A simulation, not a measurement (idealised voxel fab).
This is a process module. Its name is voxel transistor to metal.
Shown is cross-section cut, with a width of 210 nm and square cells of size 5 nm.
Notation: cross-section as square-cell grid; stated in bands, top first, going down; one or more cell rows per band. Within each band entry, the heights of the top and of the bottom of the band appear first, in that order and in nm; the materials of the band then follow from left to right, each with its corresponding width in nm. The designation "everywhere" on a single material indicates that it fills the band from edge to edge; the designation "air" indicates empty space. We count height from 0. Below that, the starting wafer is all one material. The lowest band never ends at the bottom but goes on down; see "0 -> down" for how that is written. A width such as "30..40" changes by the same amount from each row of cells to the next, from the band's top row to its bottom row. Reading "stayed the same" for a step: not a cell of the cross-section changed in it. Under "Closed voids list" you'll find the enclosed gaps, the ones with no way out to the top, that are 8 cells or bigger; each reads width x height at distance, with distance counted from the left edge, everything in nm. Anything after a step's settings on that line? It's the simulator's own note about the step. On any step carrying a mask, the "overlay nm" setting, if present on the step's line, tells how far right of its planned place the mask lay; negative values point to the left.
[plan]
| 1 | RECEIVE | material Si |
| 2 | CONFORMAL_DEP | material SiO2 | thk nm 5 |
| 3 | CONFORMAL_DEP | material SiN | thk nm 15 |
| 4 | DIRECTIONAL_DEP | material aC | thk nm 10 |
| 5 | PATTERN | tone cover | mask id ACTIVE | material resist | width nm 115 | thk nm 25 | overlay nm 0 |
| 6 | DIRECTIONAL_ETCH | etch materials aC | depth nm 10 |
| 7 | STRIP | etch materials resist |
| 8 | DIRECTIONAL_ETCH | etch materials SiN | depth nm 15 |
| 9 | DIRECTIONAL_ETCH | etch materials SiO2 | depth nm 5 |
| 10 | DIRECTIONAL_ETCH | etch materials Si | depth nm 20 |
| 11 | STRIP | etch materials aC |
| 12 | OXIDIZE | depth nm 5 |
| 13 | FILL_DEP | material SiO2 | thk nm 15 |
| 14 | CMP | height nm 20 |
| 15 | SELECTIVE_ETCH | etch materials SiO2 | depth nm 15 |
| 16 | STRIP | etch materials SiN |
| 17 | SELECTIVE_ETCH | etch materials SiO2 | depth nm 5 |
| 18 | OXIDIZE | depth nm 5 |
| 19 | DIRECTIONAL_DEP | material polySi | thk nm 30 |
| 20 | DIRECTIONAL_DEP | material SiCN | thk nm 10 |
| 21 | PATTERN | tone cover | mask id GATE | material resist | width nm 25 | thk nm 20 | overlay nm 0 |
| 22 | DIRECTIONAL_ETCH | etch materials SiCN | depth nm 20 |
| 23 | DIRECTIONAL_ETCH | etch materials polySi | depth nm 40 |
| 24 | STRIP | etch materials resist |
| 25 | CONFORMAL_DEP | material SiO2 | thk nm 5 |
| 26 | DIRECTIONAL_ETCH | etch materials SiO2 | depth nm 5 |
| 27 | CONFORMAL_DEP | material SiN | thk nm 5 |
| 28 | DIRECTIONAL_ETCH | etch materials SiN | depth nm 5 |
| 29 | DIRECTIONAL_ETCH | etch materials SiO2 | depth nm 5 |
| 30 | EPI | material SiGe | thk nm 5 |
| 31 | FILL_DEP | material SiO2 | thk nm 10 |
| 32 | CMP | height nm 40 |
| 33 | DIRECTIONAL_DEP | material SiO2 | thk nm 10 |
| 34 | MASKED_ETCH | tone open | mask id CONTACT | width nm 30 | pitch nm 65 | etch materials SiO2 | depth nm 50 | overlay nm 0 |
| 35 | CONFORMAL_DEP | material TiN | thk nm 5 |
| 36 | FILL_DEP | material W | thk nm 10 |
| 37 | CMP | height nm 50 |
| 38 | CONFORMAL_DEP | material SiN | thk nm 5 |
| 39 | DIRECTIONAL_DEP | material SiO2 | thk nm 20 |
| 40 | MASKED_ETCH | tone open | mask id METAL_1 | width nm 15 | pitch nm 80 | etch materials SiO2 | depth nm 20 | overlay nm 0 |
| 41 | MASKED_ETCH | tone open | mask id METAL_1 | width nm 15 | pitch nm 80 | etch materials SiN | depth nm 5 | overlay nm 0 |
| 42 | CONFORMAL_DEP | material TiN | thk nm 5 |
| 43 | FILL_DEP | material W | thk nm 10 |
| 44 | CMP | height nm 75 |
| 45 | EPI | material Ru | thk nm 5 |
| 46 | FILL_DEP | material SiCN | thk nm 5 |
[Here's what the wafer looked like in cross-section when it arrived - that's after step 1]
* 0 -> down: Si everywhere
* Closed voids list: none
[Look at the cross-section after the module: the wafer started out the way shown above and the plan was the one shown above, yet one mistake was made along the way]
* 85 -> 80: SiCN everywhere
* 80 -> 75: 60 Ru, then 5 SiCN, then 75 Ru, then 5 SiCN, then 65 Ru
* 75 -> 60: 50 W, then 5 TiN, then 15 SiO2, then 5 TiN, then 55 W, then 5 TiN, then 15 SiO2, then 5 TiN, then 55 W
* 60 -> 55: 55 TiN, then 15 SiO2, then 65 TiN, then 15 SiO2, then 60 TiN
* 55 -> 50: SiN everywhere
* 50 -> 40: 55 SiO2, then 5 TiN, then 20..15 W, then 5..10 TiN, then 35 SiO2, then 5..10 TiN, then 20..15 W, then 5 TiN, then 60 SiO2
* 40 -> 30: 55 SiO2, then 5 TiN, then 15 W, then 5 TiN, then 5 SiN, then 5 SiO2, then 25 SiCN, then 5 SiO2, then 5 SiN, then 5 TiN, then 15 W, then 5 TiN, then 60 SiO2
* 30 -> 5: 55 SiO2, then 5 TiN, then 15 W, then 5 TiN, then 5 SiN, then 5 SiO2, then 25 polySi, then 5 SiO2, then 5 SiN, then 5 TiN, then 15 W, then 5 TiN, then 60 SiO2
* 5 -> 0: 55 SiO2, then 25 TiN, then 5 SiN, then 5 SiO2, then 25 polySi, then 5 SiO2, then 5 SiN, then 25 TiN, then 60 SiO2
* 0 -> -5: 45 SiO2, then 35 SiGe, then 45 SiO2, then 35 SiGe, then 50 SiO2
* -5 -> -25: 50 SiO2, then 105 Si, then 55 SiO2
* -25 -> down: Si everywhere
* Closed voids list: none
Run error: heads up, step 40 didn't go per plan, it actually ran as MASKED_ETCH | tone cover | mask id METAL_1 | width nm 15 | pitch nm 80 | etch materials SiO2 | depth nm 20 | overlay nm 0
